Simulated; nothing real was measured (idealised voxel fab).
Documented hereafter: the process module known as voxel self aligned contacts.
We display cut, a cross-section 300 nm in width whose square cells are each 5 nm.
A cross-section in this document is a grid of square cells, and it is written down as bands, the top band listed before the ones below it; a band is made up of one or more rows of cells. Look at the band entry: it leads with the top's height and the bottom's height in nm. Then it lists the materials left to right, with a width in nm for each. The word "all across" on a single material says that material fills the band edge to edge. The word "blank" is empty space. Heights are measured from 0, the level below which the as-received wafer is all one material; the lowest band has no bottom and continues downward, written as in "0 nm and below". The expression "30 to 40" gives the width at the extremes of the band, the first number at its top row of cells and the second at its bottom row, with the width changing by equal amounts from each row to the next in between. A step reported as "remained the same" is a step in which no cell of the cross-section changed. In the "Enclosed internal cavities" entry, you get each enclosed empty space of 8 cells or more, one with no open way to the top, written width x height at distance, distance from the left edge, in nm. Whatever follows a step's settings on its line is a remark the simulator itself makes about that step. A step's line can hold "overlay nm"; with a mask on that step, the setting says how far right of the planned place the mask lay, while a negative setting says it lay to the left.

Steps in the process plan
1 RECEIVE [material Si]
2 CONFORMAL_DEP [material SiO2] [thk nm 5]
3 DIRECTIONAL_DEP [material polySi] [thk nm 25]
4 DIRECTIONAL_DEP [material SiN] [thk nm 20]
5 DIRECTIONAL_DEP [material aC] [thk nm 10]
6 PATTERN [tone cover] [mask id GATE] [material resist] [width nm 25] [pitch nm 55] [thk nm 30] [overlay nm 0]
7 DIRECTIONAL_ETCH [etch materials aC] [depth nm 10]
8 STRIP [etch materials resist]
9 DIRECTIONAL_ETCH [etch materials SiN] [depth nm 20]
10 DIRECTIONAL_ETCH [etch materials polySi] [depth nm 25]
11 STRIP [etch materials aC]
12 CONFORMAL_DEP [material SiN] [thk nm 5]
13 DIRECTIONAL_ETCH [etch materials SiN] [depth nm 5]
14 FILL_DEP [material SiO2] [thk nm 10]
15 CMP [height nm 55]
16 MASKED_ETCH [tone open] [mask id CONTACT] [width nm 40] [pitch nm 55] [etch materials SiO2] [depth nm 55] [overlay nm 0]
17 CONFORMAL_DEP [material TiN] [thk nm 5]
18 FILL_DEP [material W] [thk nm 5]
19 CMP [height nm 55]
20 CONFORMAL_DEP [material SiCN] [thk nm 5]

As received (post step 1): cross-section
    0 nm and below | Si all across
    Enclosed internal cavities: none

End state of the module in cross-section, given the above starting point and plan and one mistake in execution
    60 nm to 55 nm | SiCN all across
    55 nm to 50 nm | SiO2: 100  TiN: 15  W: 15  TiN: 10  SiO2: 15  TiN: 15  W: 15  TiN: 10  SiO2: 105
    50 nm to 30 nm | SiO2: 80  SiN: 30  TiN: 5  W: 15  TiN: 5  SiN: 30  TiN: 5  W: 15  TiN: 5  SiN: 30  SiO2: 80
    30 nm to 5 nm | SiO2: 80  SiN: 5  polySi: 20  SiN: 5  TiN: 5  W: 15  TiN: 5  SiN: 5  polySi: 20  SiN: 5  TiN: 5  W: 15  TiN: 5  SiN: 5  polySi: 20  SiN: 5  SiO2: 80
    5 nm to 0 nm | SiO2: 110  TiN: 25  SiO2: 30  TiN: 25  SiO2: 110
    0 nm and below | Si all across
    Enclosed internal cavities: none
Against the plan, the run slipped here: planned and actual differ for step 6; actual: PATTERN [tone cover] [mask id GATE] [material resist] [width nm 20] [pitch nm 55] [thk nm 30] [overlay nm 0]
